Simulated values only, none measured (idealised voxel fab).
This section sets out a process module, namely voxel self aligned vias.
Shown is cross-section cut, with a width of 275 nm and square cells of size 5 nm.
This document writes a cross-section as a grid whose cells are square, and gives it as bands, listed from the top down; one or more rows of cells form a band.
Band: top and bottom heights (nm) first, top before bottom; then materials from left to right, widths in nm. "full width" marks a sole material filling the band edge to edge. "air" denotes empty space.
Counting heights begins at 0, where everything beneath is, in the wafer as received, one material. The lowest band has no bottom; it goes on downwards, as "top 0, no bottom" shows.
So if you see something like "30->40" for the width, read it as the top row of the band sitting at the first number and the bottom row at the second, with every row in between moving by the same amount as the last.
It should be understood that the words "no modifications", when stated for a given step, signify that the cross-section underwent no change in any of its cells during that step.
Heads up: "Unvented internal voids" only lists the empty pockets with no open path to the top that are 8 cells or more, and it writes them as width x height at distance, distance from the left edge, in nm.
Heads up: the bit after the settings on a step's line is the simulator's remark on that step.
"overlay nm", when on a step's line for a step with a mask, measures how far to the right of its planned place the mask lay; a negative measure means to the left.
The process steps that were planned are listed below:
1: RECEIVE [material Si]
2: CONFORMAL_DEP [material SiO2] [thk nm 10]
3: CONFORMAL_DEP [material SiCN] [thk nm 5]
4: DIRECTIONAL_DEP [material SiO2] [thk nm 20]
5: PATTERN [tone open] [mask id LINES] [material resist] [width nm 20] [pitch nm 65] [thk nm 15] [overlay nm 0]
6: DIRECTIONAL_ETCH [etch materials SiO2] [depth nm 20]
7: STRIP [etch materials resist]
8: CONFORMAL_DEP [material TiN] [thk nm 5]
9: FILL_DEP [material W] [thk nm 5]
10: CMP [height nm 35]
11: SELECTIVE_ETCH [etch materials W Ru TiN] [depth nm 10]
12: FILL_DEP [material SiN] [thk nm 5]
13: CMP [height nm 35]
14: DIRECTIONAL_DEP [material SiO2] [thk nm 15]
15: MASKED_ETCH [tone open] [mask id VIAS] [width nm 40] [pitch nm 65] [etch materials SiO2] [depth nm 15] [overlay nm 0]
16: MASKED_ETCH [tone open] [mask id VIAS] [width nm 40] [pitch nm 65] [etch materials SiN] [depth nm 10] [overlay nm -15]
17: CONFORMAL_DEP [material TiN] [thk nm 5]
18: FILL_DEP [material Ru] [thk nm 10]
19: CMP [height nm 50]
20: CONFORMAL_DEP [material SiN] [thk nm 5]
All wafers enter the flow in the same state. The overlay nm at step 16 differs from wafer to wafer, and the plan gives the value for the first wafer.
Received condition of the first of several wafers, sectioned: post-step 1:
> top 0, no bottom  Si full width
> Unvented internal voids: none
Here's the first of several wafers in cross-section, end of the module, after the last step, step 20:
> top 55, bottom 50  SiN full width
> top 50, bottom 40  50 of SiO2, then 5 of TiN, then 30 of Ru, then 5 of TiN, then 25 of SiO2, then 5 of TiN, then 30 of Ru, then 5 of TiN, then 25 of SiO2, then 5 of TiN, then 30 of Ru, then 5 of TiN, then 55 of SiO2
> top 40, bottom 35  50 of SiO2, then 15 of TiN, then 5 of Ru, then 20 of TiN, then 25 of SiO2, then 15 of TiN, then 5 of Ru, then 20 of TiN, then 25 of SiO2, then 15 of TiN, then 5 of Ru, then 20 of TiN, then 55 of SiO2
> top 35, bottom 30  60 of SiO2, then 5 of TiN, then 5 of Ru, then 5 of TiN, then 5 of SiN, then 45 of SiO2, then 5 of TiN, then 5 of Ru, then 5 of TiN, then 5 of SiN, then 45 of SiO2, then 5 of TiN, then 5 of Ru, then 5 of TiN, then 5 of SiN, then 65 of SiO2
> top 30, bottom 25  60 of SiO2, then 15 of TiN, then 5 of SiN, then 45 of SiO2, then 15 of TiN, then 5 of SiN, then 45 of SiO2, then 15 of TiN, then 5 of SiN, then 65 of SiO2
> top 25, bottom 20  60 of SiO2, then 5 of TiN, then 10 of W, then 5 of TiN, then 45 of SiO2, then 5 of TiN, then 10 of W, then 5 of TiN, then 45 of SiO2, then 5 of TiN, then 10 of W, then 5 of TiN, then 65 of SiO2
> top 20, bottom 15  60 of SiO2, then 20 of TiN, then 45 of SiO2, then 20 of TiN, then 45 of SiO2, then 20 of TiN, then 65 of SiO2
> top 15, bottom 10  SiCN full width
> top 10, bottom 0  SiO2 full width
> top 0, no bottom  Si full width
> Unvented internal voids: none
Cross-sectional view, end of module, last wafer of several:
> top 55, bottom 50  SiN full width
> top 50, bottom 40  50 of SiO2, then 5 of TiN, then 30 of Ru, then 5 of TiN, then 25 of SiO2, then 5 of TiN, then 30 of Ru, then 5 of TiN, then 25 of SiO2, then 5 of TiN, then 30 of Ru, then 5 of TiN, then 55 of SiO2
> top 40, bottom 35  50 of SiO2, then 20 of TiN, then 5 of Ru, then 15 of TiN, then 25 of SiO2, then 20 of TiN, then 5 of Ru, then 15 of TiN, then 25 of SiO2, then 20 of TiN, then 5 of Ru, then 15 of TiN, then 55 of SiO2
> top 35, bottom 30  60 of SiO2, then 5 of SiN, then 5 of TiN, then 5 of Ru, then 5 of TiN, then 45 of SiO2, then 5 of SiN, then 5 of TiN, then 5 of Ru, then 5 of TiN, then 45 of SiO2, then 5 of SiN, then 5 of TiN, then 5 of Ru, then 5 of TiN, then 65 of SiO2
> top 30, bottom 25  60 of SiO2, then 5 of SiN, then 15 of TiN, then 45 of SiO2, then 5 of SiN, then 15 of TiN, then 45 of SiO2, then 5 of SiN, then 15 of TiN, then 65 of SiO2
> top 25, bottom 20  60 of SiO2, then 5 of TiN, then 10 of W, then 5 of TiN, then 45 of SiO2, then 5 of TiN, then 10 of W, then 5 of TiN, then 45 of SiO2, then 5 of TiN, then 10 of W, then 5 of TiN, then 65 of SiO2
> top 20, bottom 15  60 of SiO2, then 20 of TiN, then 45 of SiO2, then 20 of TiN, then 45 of SiO2, then 20 of TiN, then 65 of SiO2
> top 15, bottom 10  SiCN full width
> top 10, bottom 0  SiO2 full width
> top 0, no bottom  Si full width
> Unvented internal voids: none
Row per wafer, end-of-module: cell gain (+)/loss (-) by material since the wafer came in, then closed voids:
overlay nm -15, +42 Ru, +55 SiCN, +61 SiN, +375 SiO2, +66 TiN, +6 W, Unvented internal voids: none
overlay nm -10, +48 Ru, +55 SiCN, +55 SiN, +375 SiO2, +66 TiN, +6 W, Unvented internal voids: none
overlay nm -5, +48 Ru, +55 SiCN, +55 SiN, +375 SiO2, +66 TiN, +6 W, Unvented internal voids: none
overlay nm 0, +48 Ru, +55 SiCN, +55 SiN, +375 SiO2, +66 TiN, +6 W, Unvented internal voids: none
overlay nm 5, +48 Ru, +55 SiCN, +55 SiN, +375 SiO2, +66 TiN, +6 W, Unvented internal voids: none
overlay nm 10, +48 Ru, +55 SiCN, +55 SiN, +375 SiO2, +66 TiN, +6 W, Unvented internal voids: none
overlay nm 15, +42 Ru, +55 SiCN, +61 SiN, +375 SiO2, +66 TiN, +6 W, Unvented internal voids: none
